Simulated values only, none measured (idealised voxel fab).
process module | voxel wiring stack
cross-section cut | 165 nm wide | cells 5 nm
A cross-section is a grid of square cells, given in bands from the top down. A band is one or more rows of cells.
Each band's line starts with the height of the band's top and of its bottom, in nm. Then come its materials from left to right, each with its width in nm. One material with "throughout" fills the band from edge to edge. "air" is empty space.
Height 0 is the level under which the wafer as received is all one material. The lowest band goes on downwards, as in "0 down".
A width such as "30 to 40" changes by the same amount from each row of cells to the next, from the band's top row to its bottom row.
"no change" after a step means that no cell of the cross-section changed.
closed voids: empty space of 8 cells or more with no open way to the top, each as width x height at its distance from the left edge, in nm
after a step's settings: what the simulator itself notes on the step
overlay nm, on a step with a mask: how far to the right of its planned place the mask lay; to the left if negative
plan
1 op RECEIVE | material Si
2 op CONFORMAL_DEP | material SiO2 | thk nm 15
3 op CONFORMAL_DEP | material SiCN | thk nm 5
4 op DIRECTIONAL_DEP | material lowk | thk nm 25
5 op DIRECTIONAL_DEP | material aC | thk nm 10
6 op PATTERN | tone open | mask id METAL_1 | material resist | width nm 25 | pitch nm 40 | thk nm 25 | overlay nm 0
7 op DIRECTIONAL_ETCH | etch materials aC | depth nm 10
8 op STRIP | etch materials resist
9 op DIRECTIONAL_ETCH | etch materials lowk | depth nm 25
10 op DIRECTIONAL_ETCH | etch materials SiCN | depth nm 5
11 op STRIP | etch materials aC
12 op CONFORMAL_DEP | material TiN | thk nm 5
13 op FILL_DEP | material Cu | thk nm 10
14 op CMP | height nm 45
15 op CONFORMAL_DEP | material SiCN | thk nm 5
16 op DIRECTIONAL_DEP | material SiO2 | thk nm 20
17 op PATTERN | tone open | mask id PLUG_1 | material resist | width nm 15 | pitch nm 40 | thk nm 15 | overlay nm 0
18 op DIRECTIONAL_ETCH | etch materials SiO2 | depth nm 20
19 op DIRECTIONAL_ETCH | etch materials SiCN | depth nm 5
20 op STRIP | etch materials resist
21 op EPI | material Ru | thk nm 10
22 op EPI | material Ru | thk nm 10
23 op EPI | material Ru | thk nm 5
24 op CONFORMAL_DEP | material SiCN | thk nm 5
25 op DIRECTIONAL_DEP | material SiO2 | thk nm 20
26 op DIRECTIONAL_DEP | material aC | thk nm 10
27 op PATTERN | tone open | mask id METAL_2 | material resist | width nm 25 | pitch nm 40 | thk nm 25 | overlay nm 0
28 op DIRECTIONAL_ETCH | etch materials aC | depth nm 10
29 op STRIP | etch materials resist
30 op DIRECTIONAL_ETCH | etch materials SiO2 | depth nm 20
31 op DIRECTIONAL_ETCH | etch materials SiCN | depth nm 5
32 op STRIP | etch materials aC
33 op CONFORMAL_DEP | material TiN | thk nm 5
34 op FILL_DEP | material W | thk nm 10
35 op CMP | height nm 95
36 op CONFORMAL_DEP | material SiN | thk nm 5
as received, after step 1
  0 down: Si throughout
  closed voids: none
a wafer at the end: this start, this plan, one mistake
  100 to 95: SiN throughout
  95 to 90: SiCN 30 | TiN 25 | SiCN 15 | TiN 25 | SiCN 15 | TiN 25 | SiCN 30
  90 to 70: SiO2 30 | SiCN 5 | TiN 5 | SiCN 5 | SiO2 25 | SiCN 5 | TiN 5 | SiCN 5 | SiO2 25 | SiCN 5 | TiN 5 | SiCN 5 | SiO2 40
  70 to 50: SiO2 throughout
  50 to 45: SiCN throughout
  45 to 20: lowk 30 | TiN 5 | Cu 15 | TiN 5 | lowk 15 | TiN 5 | Cu 15 | TiN 5 | lowk 15 | TiN 5 | Cu 15 | TiN 5 | lowk 30
  20 to 15: SiCN 30 | TiN 25 | SiCN 15 | TiN 25 | SiCN 15 | TiN 25 | SiCN 30
  15 to 0: SiO2 throughout
  0 down: Si throughout
  closed voids: none
what went wrong: step 16 was run twice
